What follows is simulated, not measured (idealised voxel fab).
process module | voxel wiring stack
Pictured: cross-section cut, 225 nm wide, on a grid of 5 nm square cells.
A cross-section is written here as square cells arranged in a grid, and it is given in bands from the top down, each band taking up one or more rows of cells. Look at the band entry: it leads with the top's height and the bottom's height in nm. Then it lists the materials left to right, with a width in nm for each. The word "edge to edge" on a single material says that material fills the band edge to edge. The word "empty" is empty space. Measure heights from 0. That's the level where, below it, the as-received wafer is all one material. The lowest band is bottomless and extends downward; write it as in "0 nm and below". Top row gets the first number, bottom row gets the second, and each row in between changes by the same step: that is how a band width like "30->40" works. Where the words "nothing changed" appear for a step, the cross-section shows no cell changed by that step; every cell remained as before. Listed in "Sealed void list": every empty space of 8 or more cells without an open way to the top. Form: width x height at distance, the distance being from the left edge, all in nm. What comes after the settings on a step's line is commentary from the simulator itself on that step. overlay nm: mask offset rightward from planned place, masked step; negative means leftward offset.

STEPS IN THE PROCESS PLAN
1) RECEIVE | material Si
2) CONFORMAL_DEP | material SiO2 | thk nm 15
3) CONFORMAL_DEP | material SiN | thk nm 5
4) DIRECTIONAL_DEP | material lowk | thk nm 25
5) MASKED_ETCH | tone open | mask id METAL_1 | width nm 20 | pitch nm 35 | etch materials lowk | depth nm 25 | overlay nm 0
6) MASKED_ETCH | tone open | mask id METAL_1 | width nm 20 | pitch nm 35 | etch materials SiN | depth nm 5 | overlay nm 0
7) CONFORMAL_DEP | material TiN | thk nm 5
8) FILL_DEP | material Cu | thk nm 5
9) CMP | height nm 45
10) CONFORMAL_DEP | material SiCN | thk nm 5
11) DIRECTIONAL_DEP | material lowk | thk nm 20
12) DIRECTIONAL_DEP | material aC | thk nm 15
13) PATTERN | tone open | mask id PLUG_1 | material resist | width nm 15 | pitch nm 35 | thk nm 35 | overlay nm 0
14) DIRECTIONAL_ETCH | etch materials aC | depth nm 15
15) STRIP | etch materials resist
16) DIRECTIONAL_ETCH | etch materials lowk | depth nm 20
17) DIRECTIONAL_ETCH | etch materials SiCN | depth nm 5
18) STRIP | etch materials aC
19) EPI | material Ru | thk nm 10
20) EPI | material Ru | thk nm 10
21) EPI | material Ru | thk nm 5
22) DIRECTIONAL_DEP | material TiN | thk nm 5
23) DIRECTIONAL_DEP | material W | thk nm 25
24) MASKED_ETCH | tone cover | mask id METAL_2 | width nm 20 | pitch nm 35 | etch materials W | depth nm 25 | overlay nm 0
25) MASKED_ETCH | tone cover | mask id METAL_2 | width nm 20 | pitch nm 35 | etch materials TiN | depth nm 5 | overlay nm 0
26) CONFORMAL_DEP | material SiCN | thk nm 5
27) FILL_DEP | material SiO2 | thk nm 10
28) CMP | height nm 100
29) CONFORMAL_DEP | material SiCN | thk nm 5
30) DIRECTIONAL_DEP | material SiO2 | thk nm 35
31) MASKED_ETCH | tone open | mask id METAL_3_HOLES | width nm 15 | pitch nm 35 | etch materials SiO2 | depth nm 35 | overlay nm 0
32) PATTERN | tone open | mask id METAL_3 | material resist | width nm 20 | pitch nm 35 | thk nm 15 | overlay nm 0
33) DIRECTIONAL_ETCH | etch materials SiO2 | depth nm 20
34) DIRECTIONAL_ETCH | etch materials SiCN | depth nm 5
35) STRIP | etch materials resist
36) CONFORMAL_DEP | material TiN | thk nm 5
37) FILL_DEP | material Cu | thk nm 5
38) CMP | height nm 140
39) CONFORMAL_DEP | material SiCN | thk nm 5
40) DIRECTIONAL_DEP | material lowk | thk nm 15
41) DIRECTIONAL_DEP | material aC | thk nm 10
42) PATTERN | tone open | mask id PLUG_3 | material resist | width nm 15 | pitch nm 35 | thk nm 30 | overlay nm 0
43) DIRECTIONAL_ETCH | etch materials aC | depth nm 10
44) STRIP | etch materials resist
45) DIRECTIONAL_ETCH | etch materials lowk | depth nm 15
46) DIRECTIONAL_ETCH | etch materials SiCN | depth nm 5
47) STRIP | etch materials aC
48) EPI | material Ru | thk nm 10
49) EPI | material Ru | thk nm 10
50) CONFORMAL_DEP | material SiCN | thk nm 5
51) DIRECTIONAL_DEP | material lowk | thk nm 20
52) PATTERN | tone open | mask id METAL_4 | material resist | width nm 20 | pitch nm 35 | thk nm 15 | overlay nm 0
53) DIRECTIONAL_ETCH | etch materials lowk | depth nm 20
54) DIRECTIONAL_ETCH | etch materials SiCN | depth nm 5
55) STRIP | etch materials resist
56) CONFORMAL_DEP | material TiN | thk nm 5
57) FILL_DEP | material Cu | thk nm 5
58) CMP | height nm 185
59) CONFORMAL_DEP | material SiN | thk nm 5

CROSS-SECTION, INCOMING MATERIAL, AFTER STEP 1
* 0 nm and below = Si edge to edge
* Sealed void list: none

FIRST OF TWO WAFERS, END-OF-MODULE SECTION, RUN FOLLOWED PLAN
* 190 nm to 185 nm = SiN edge to edge
* 185 nm to 165 nm = 50 of lowk, 5 of TiN, 10 of Cu, 5 of TiN, 15 of lowk, 5 of TiN, 10 of Cu, 5 of TiN, 15 of lowk, 5 of TiN, 10 of Cu, 5 of TiN, 15 of lowk, 5 of TiN, 10 of Cu, 5 of TiN, 50 of lowk
* 165 nm to 160 nm = 50 of SiCN, 20 of TiN, 15 of SiCN, 20 of TiN, 15 of SiCN, 20 of TiN, 15 of SiCN, 20 of TiN, 50 of SiCN
* 160 nm to 145 nm = 50 of lowk, 15 of Ru, 20 of lowk, 15 of Ru, 20 of lowk, 15 of Ru, 20 of lowk, 15 of Ru, 55 of lowk
* 145 nm to 140 nm = 50 of SiCN, 15 of Ru, 20 of SiCN, 15 of Ru, 20 of SiCN, 15 of Ru, 20 of SiCN, 15 of Ru, 55 of SiCN
* 140 nm to 125 nm = 50 of SiO2, 5 of TiN, 10 of Cu, 5 of TiN, 15 of SiO2, 5 of TiN, 10 of Cu, 5 of TiN, 15 of SiO2, 5 of TiN, 10 of Cu, 5 of TiN, 15 of SiO2, 5 of TiN, 10 of Cu, 5 of TiN, 50 of SiO2
* 125 nm to 120 nm = 50 of SiO2, 5 of TiN, 5 of Cu, 10 of TiN, 15 of SiO2, 5 of TiN, 5 of Cu, 10 of TiN, 15 of SiO2, 5 of TiN, 5 of Cu, 10 of TiN, 15 of SiO2, 5 of TiN, 5 of Cu, 10 of TiN, 50 of SiO2
* 120 nm to 105 nm = 50 of SiO2, 5 of TiN, 5 of Cu, 5 of TiN, 20 of SiO2, 5 of TiN, 5 of Cu, 5 of TiN, 20 of SiO2, 5 of TiN, 5 of Cu, 5 of TiN, 20 of SiO2, 5 of TiN, 5 of Cu, 5 of TiN, 55 of SiO2
* 105 nm to 100 nm = 50 of SiCN, 15 of TiN, 20 of SiCN, 15 of TiN, 20 of SiCN, 15 of TiN, 20 of SiCN, 15 of TiN, 55 of SiCN
* 100 nm to 75 nm = 45 of SiO2, 5 of SiCN, 20 of W, 5 of SiCN, 5 of SiO2, 5 of SiCN, 20 of W, 5 of SiCN, 5 of SiO2, 5 of SiCN, 20 of W, 5 of SiCN, 5 of SiO2, 5 of SiCN, 20 of W, 5 of SiCN, 45 of SiO2
* 75 nm to 70 nm = 50 of SiCN, 20 of TiN, 15 of SiCN, 20 of TiN, 15 of SiCN, 20 of TiN, 15 of SiCN, 20 of TiN, 50 of SiCN
* 70 nm to 50 nm = 50 of lowk, 15 of Ru, 20 of lowk, 15 of Ru, 20 of lowk, 15 of Ru, 20 of lowk, 15 of Ru, 55 of lowk
* 50 nm to 45 nm = 50 of SiCN, 15 of Ru, 20 of SiCN, 15 of Ru, 20 of SiCN, 15 of Ru, 20 of SiCN, 15 of Ru, 55 of SiCN
* 45 nm to 20 nm = 50 of lowk, 5 of TiN, 10 of Cu, 5 of TiN, 15 of lowk, 5 of TiN, 10 of Cu, 5 of TiN, 15 of lowk, 5 of TiN, 10 of Cu, 5 of TiN, 15 of lowk, 5 of TiN, 10 of Cu, 5 of TiN, 50 of lowk
* 20 nm to 15 nm = 50 of SiN, 20 of TiN, 15 of SiN, 20 of TiN, 15 of SiN, 20 of TiN, 15 of SiN, 20 of TiN, 50 of SiN
* 15 nm to 0 nm = SiO2 edge to edge
* 0 nm and below = Si edge to edge
* Sealed void list: none

WAFER TWO CROSS-SECTION, MODULE END. START AND PLAN UNCHANGED FROM WAFER ONE; ONE MISTAKE MADE DURING THE RUN
* 190 nm to 185 nm = SiN edge to edge
* 185 nm to 165 nm = 50 of lowk, 5 of TiN, 10 of Cu, 5 of TiN, 15 of lowk, 5 of TiN, 10 of Cu, 5 of TiN, 15 of lowk, 5 of TiN, 10 of Cu, 5 of TiN, 15 of lowk, 5 of TiN, 10 of Cu, 5 of TiN, 50 of lowk
* 165 nm to 160 nm = 50 of SiCN, 20 of TiN, 15 of SiCN, 20 of TiN, 15 of SiCN, 20 of TiN, 15 of SiCN, 20 of TiN, 50 of SiCN
* 160 nm to 145 nm = 50 of lowk, 15 of Ru, 20 of lowk, 15 of Ru, 20 of lowk, 15 of Ru, 20 of lowk, 15 of Ru, 55 of lowk
* 145 nm to 140 nm = 50 of SiCN, 15 of Ru, 20 of SiCN, 15 of Ru, 20 of SiCN, 15 of Ru, 20 of SiCN, 15 of Ru, 55 of SiCN
* 140 nm to 105 nm = TiN edge to edge
* 105 nm to 100 nm = SiCN edge to edge
* 100 nm to 75 nm = 45 of SiO2, 5 of SiCN, 20 of W, 5 of SiCN, 5 of SiO2, 5 of SiCN, 20 of W, 5 of SiCN, 5 of SiO2, 5 of SiCN, 20 of W, 5 of SiCN, 5 of SiO2, 5 of SiCN, 20 of W, 5 of SiCN, 45 of SiO2
* 75 nm to 70 nm = 50 of SiCN, 20 of TiN, 15 of SiCN, 20 of TiN, 15 of SiCN, 20 of TiN, 15 of SiCN, 20 of TiN, 50 of SiCN
* 70 nm to 50 nm = 50 of lowk, 15 of Ru, 20 of lowk, 15 of Ru, 20 of lowk, 15 of Ru, 20 of lowk, 15 of Ru, 55 of lowk
* 50 nm to 45 nm = 50 of SiCN, 15 of Ru, 20 of SiCN, 15 of Ru, 20 of SiCN, 15 of Ru, 20 of SiCN, 15 of Ru, 55 of SiCN
* 45 nm to 20 nm = 50 of lowk, 5 of TiN, 10 of Cu, 5 of TiN, 15 of lowk, 5 of TiN, 10 of Cu, 5 of TiN, 15 of lowk, 5 of TiN, 10 of Cu, 5 of TiN, 15 of lowk, 5 of TiN, 10 of Cu, 5 of TiN, 50 of lowk
* 20 nm to 15 nm = 50 of SiN, 20 of TiN, 15 of SiN, 20 of TiN, 15 of SiN, 20 of TiN, 15 of SiN, 20 of TiN, 50 of SiN
* 15 nm to 0 nm = SiO2 edge to edge
* 0 nm and below = Si edge to edge
* Sealed void list: none
Diagnosis: for step 30, the planned setting was not used; the step was instead run as DIRECTIONAL_DEP | material TiN | thk nm 35
At the finish, the second wafer shows more or fewer cells for some materials than the first does: Cu: 40 fewer | SiCN: 12 more | SiO2: 215 fewer | TiN: 243 more
